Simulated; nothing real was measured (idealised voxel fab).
Process module heading - voxel wiring stack
Xsec cut, 200 nm wide, square cell size 5 nm.
How to read a cross-section here: the picture is a grid of square cells, written as bands going from the top down, and any band can span one or more rows of cells.
The band entry comprises the height of the band's top followed by the height of its bottom, expressed in nm, and subsequently the band's materials from left to right, each stated together with its width in nm. Where a single material is marked with the word "full width", that material fills the band from edge to edge. The word "air" represents empty space.
A quick word on heights: they are counted from 0, and under that level the wafer as it came to us is one material throughout. The lowest band is different from the rest in having no bottom; it simply continues downward, written as in "from 0 down".
With a width like "30->40", each row of cells in the band differs from the next by the same amount, the top row carrying the first number and the bottom row the second.
Step note "nothing got changed" = no cross-section cell changed.
If an empty space has no open way to the top and is at least 8 cells in size, "Closed void register" lists it, written width x height at distance, where distance is measured from the left edge and every value is in nm.
Read whatever lies past the settings on a step's line as the simulator's own remark about the step.
Among the settings permitted on a step's line is "overlay nm"; applied to a step with a mask, it specifies the extent to which the mask lay to the right of its planned position, whereas a negative figure signifies a position to the left.

THESE ARE THE STEPS WE PLANNED FOR THE PROCESS
| 1 | RECEIVE: material Si |
| 2 | CONFORMAL_DEP: material SiO2, thk nm 15 |
| 3 | CONFORMAL_DEP: material SiN, thk nm 5 |
| 4 | DIRECTIONAL_DEP: material lowk, thk nm 25 |
| 5 | DIRECTIONAL_DEP: material aC, thk nm 10 |
| 6 | PATTERN: tone open, mask id METAL_1, material resist, width nm 25, pitch nm 45, thk nm 30, overlay nm 0 |
| 7 | DIRECTIONAL_ETCH: etch materials aC, depth nm 10 |
| 8 | STRIP: etch materials resist |
| 9 | DIRECTIONAL_ETCH: etch materials lowk, depth nm 25 |
| 10 | DIRECTIONAL_ETCH: etch materials SiN, depth nm 5 |
| 11 | STRIP: etch materials aC |
| 12 | CONFORMAL_DEP: material TiN, thk nm 5 |
| 13 | FILL_DEP: material Ru, thk nm 5 |
| 14 | CMP: height nm 45 |
| 15 | CONFORMAL_DEP: material SiCN, thk nm 5 |
| 16 | DIRECTIONAL_DEP: material SiO2, thk nm 15 |
| 17 | MASKED_ETCH: tone open, mask id PLUG_1, width nm 15, pitch nm 45, etch materials SiO2, depth nm 15, overlay nm 0 |
| 18 | MASKED_ETCH: tone open, mask id PLUG_1, width nm 15, pitch nm 45, etch materials SiCN, depth nm 5, overlay nm 0 |
| 19 | EPI: material Ru, thk nm 10 |
| 20 | EPI: material Ru, thk nm 10 |
| 21 | CONFORMAL_DEP: material SiN, thk nm 5 |
| 22 | DIRECTIONAL_DEP: material lowk, thk nm 20 |
| 23 | MASKED_ETCH: tone open, mask id METAL_2, width nm 25, pitch nm 45, etch materials lowk, depth nm 20, overlay nm 0 |
| 24 | MASKED_ETCH: tone open, mask id METAL_2, width nm 25, pitch nm 45, etch materials SiN, depth nm 5, overlay nm 0 |
| 25 | CONFORMAL_DEP: material TiN, thk nm 5 |
| 26 | FILL_DEP: material Ru, thk nm 10 |
| 27 | CMP: height nm 90 |
| 28 | CONFORMAL_DEP: material SiCN, thk nm 5 |
| 29 | DIRECTIONAL_DEP: material SiO2, thk nm 10 |
| 30 | MASKED_ETCH: tone open, mask id PLUG_2, width nm 15, etch materials SiO2, depth nm 10, overlay nm 0 |
| 31 | MASKED_ETCH: tone open, mask id PLUG_2, width nm 15, etch materials SiCN, depth nm 5, overlay nm 0 |
| 32 | EPI: material Ru, thk nm 10 |
| 33 | EPI: material Ru, thk nm 5 |
| 34 | CONFORMAL_DEP: material SiN, thk nm 5 |
| 35 | DIRECTIONAL_DEP: material lowk, thk nm 20 |
| 36 | DIRECTIONAL_DEP: material aC, thk nm 15 |
| 37 | PATTERN: tone open, mask id METAL_3, material resist, width nm 25, pitch nm 45, thk nm 30, overlay nm 0 |
| 38 | DIRECTIONAL_ETCH: etch materials aC, depth nm 15 |
| 39 | STRIP: etch materials resist |
| 40 | DIRECTIONAL_ETCH: etch materials lowk, depth nm 20 |
| 41 | DIRECTIONAL_ETCH: etch materials SiN, depth nm 5 |
| 42 | STRIP: etch materials aC |
| 43 | CONFORMAL_DEP: material TiN, thk nm 5 |
| 44 | FILL_DEP: material Ru, thk nm 5 |
| 45 | CMP: height nm 130 |
| 46 | CONFORMAL_DEP: material SiCN, thk nm 5 |
Don't read the plan's width nm for step 17 as applying to every wafer: that's the first wafer's value, and the wafers differ in it, though they all start identical.

CROSS-SECTION OF THE FIRST OF SEVERAL WAFERS AS RECEIVED (AFTER STEP 1)
  from 0 down = Si full width
  Closed void register: none

THE CROSS-SECTION OF THE FIRST OF SEVERAL WAFERS IS GIVEN BELOW FOR THE END OF THE MODULE, AFTER ITS FINAL STEP, STEP 46
  from 135 to 130 = SiCN full width
  from 130 to 110 = 65 nm lowk; 5 nm TiN; 15 nm Ru; 5 nm TiN; 20 nm lowk; 5 nm TiN; 15 nm Ru; 5 nm TiN; 65 nm lowk
  from 110 to 105 = 65 nm SiN; 25 nm TiN; 20 nm SiN; 25 nm TiN; 65 nm SiN
  from 105 to 95 = 65 nm SiO2; 15 nm Ru; 120 nm SiO2
  from 95 to 90 = 65 nm SiCN; 15 nm Ru; 120 nm SiCN
  from 90 to 70 = 65 nm lowk; 5 nm TiN; 15 nm Ru; 5 nm TiN; 20 nm lowk; 5 nm TiN; 15 nm Ru; 5 nm TiN; 65 nm lowk
  from 70 to 65 = 65 nm SiN; 25 nm TiN; 20 nm SiN; 25 nm TiN; 65 nm SiN
  from 65 to 50 = 65 nm SiO2; 15 nm Ru; 30 nm SiO2; 15 nm Ru; 75 nm SiO2
  from 50 to 45 = 65 nm SiCN; 15 nm Ru; 30 nm SiCN; 15 nm Ru; 75 nm SiCN
  from 45 to 20 = 65 nm lowk; 5 nm TiN; 15 nm Ru; 5 nm TiN; 20 nm lowk; 5 nm TiN; 15 nm Ru; 5 nm TiN; 65 nm lowk
  from 20 to 15 = 65 nm SiN; 25 nm TiN; 20 nm SiN; 25 nm TiN; 65 nm SiN
  from 15 to 0 = SiO2 full width
  from 0 down = Si full width
  Closed void register: none

LAST WAFER X-SEC, END OF MODULE
  from 135 to 130 = SiCN full width
  from 130 to 110 = 65 nm lowk; 5 nm TiN; 15 nm Ru; 5 nm TiN; 20 nm lowk; 5 nm TiN; 15 nm Ru; 5 nm TiN; 65 nm lowk
  from 110 to 105 = 65 nm SiN; 25 nm TiN; 20 nm SiN; 25 nm TiN; 65 nm SiN
  from 105 to 95 = 65 nm SiO2; 15 nm Ru; 120 nm SiO2
  from 95 to 90 = 65 nm SiCN; 15 nm Ru; 120 nm SiCN
  from 90 to 70 = 65 nm lowk; 5 nm TiN; 15 nm Ru; 5 nm TiN; 20 nm lowk; 5 nm TiN; 15 nm Ru; 5 nm TiN; 65 nm lowk
  from 70 to 65 = 65 nm SiN; 25 nm TiN; 20 nm SiN; 25 nm TiN; 65 nm SiN
  from 65 to 50 = 60 nm SiO2; 30 nm Ru; 15 nm SiO2; 30 nm Ru; 65 nm SiO2
  from 50 to 45 = 65 nm SiCN; 15 nm Ru; 30 nm SiCN; 15 nm Ru; 75 nm SiCN
  from 45 to 20 = 65 nm lowk; 5 nm TiN; 15 nm Ru; 5 nm TiN; 20 nm lowk; 5 nm TiN; 15 nm Ru; 5 nm TiN; 65 nm lowk
  from 20 to 15 = 65 nm SiN; 25 nm TiN; 20 nm SiN; 25 nm TiN; 65 nm SiN
  from 15 to 0 = SiO2 full width
  from 0 down = Si full width
  Closed void register: none

PER WAFER, END OF MODULE: CELLS GAINED (+) OR LOST (-) PER MATERIAL SINCE RECEIPT, THEN CLOSED VOIDS
width nm 15 | +111 Ru | +111 SiCN | +90 SiN | +296 SiO2 | +82 TiN | +390 lowk | Closed void register: none
width nm 20 | +117 Ru | +111 SiCN | +90 SiN | +290 SiO2 | +82 TiN | +390 lowk | Closed void register: none
width nm 25 | +123 Ru | +111 SiCN | +90 SiN | +284 SiO2 | +82 TiN | +390 lowk | Closed void register: none
width nm 30 | +129 Ru | +111 SiCN | +90 SiN | +278 SiO2 | +82 TiN | +390 lowk | Closed void register: none
